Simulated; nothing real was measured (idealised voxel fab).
The process module that follows is named voxel released beams.
cross-section cut | 240 nm wide | cells 5 nm
In what follows, cross-sections appear as grids of square cells, described through bands that run from the top down, where every band is one or more rows of cells. Top height, bottom height, nm. Materials left to right, width each, nm. Single material + "edge to edge" = fills band edge to edge. "blank" = empty. Heads up on the height convention: 0 is the point under which the incoming wafer is all one material, and the lowest band has no bottom, it just keeps going down, like "top 0, no bottom". Note: "30->40" means the width goes from the first number (top row of the band) to the second number (bottom row) in equal steps per row of cells. Step marked "nothing was modified"? Then no cell in the cross-section changed in it. "Enclosed internal voids" contains a list of empty spaces, each no smaller than 8 cells and without an open way to the top, written in the form width x height at distance with the distance from the left edge and all three in nm. Read whatever lies past the settings on a step's line as the simulator's own remark about the step. overlay nm: step with mask; distance mask lay right of planned place; negative value = left of planned place.

## Set out below are the planned steps of the process
1) RECEIVE,material Si
2) CONFORMAL_DEP,material Al2O3,thk nm 10
3) DIRECTIONAL_DEP,material SiO2,thk nm 10
4) DIRECTIONAL_DEP,material aC,thk nm 15
5) PATTERN,tone open,mask id ANCHOR,material resist,width nm 45,thk nm 35,overlay nm 0
6) DIRECTIONAL_ETCH,etch materials aC,depth nm 15
7) STRIP,etch materials resist
8) DIRECTIONAL_ETCH,etch materials SiO2,depth nm 10
9) STRIP,etch materials aC
10) CONFORMAL_DEP,material W,thk nm 15
11) DIRECTIONAL_DEP,material aC,thk nm 5
12) PATTERN,tone cover,mask id BEAM,material resist,width nm 110,thk nm 30,overlay nm 0
13) DIRECTIONAL_ETCH,etch materials aC,depth nm 15
14) STRIP,etch materials resist
15) DIRECTIONAL_ETCH,etch materials W,depth nm 15
16) STRIP,etch materials aC
17) STRIP,etch materials SiO2
Same starting wafers, different thk nm at step 11. Plan value belongs to the first wafer.

## Received condition of the first of several wafers, sectioned: post-step 1
    top 0, no bottom | Si edge to edge
    Enclosed internal voids: none

## The rows of the table below are wafers. Looking at the end of the module, a row counts, for every material, the cells the wafer has gained, shown as (+), or lost, shown as (-), since it was received; its closed voids come next
thk nm 5 | +96 Al2O3 | +78 W | Enclosed internal voids: none
thk nm 10 | +96 Al2O3 | +78 W | Enclosed internal voids: none
thk nm 15 | +96 Al2O3 | +78 W | Enclosed internal voids: none
thk nm 20 | +96 Al2O3 | +78 SiO2 | +156 W | Enclosed internal voids: none
thk nm 25 | +96 Al2O3 | +78 SiO2 | +156 W | Enclosed internal voids: none
thk nm 30 | +96 Al2O3 | +78 SiO2 | +156 W | Enclosed internal voids: none
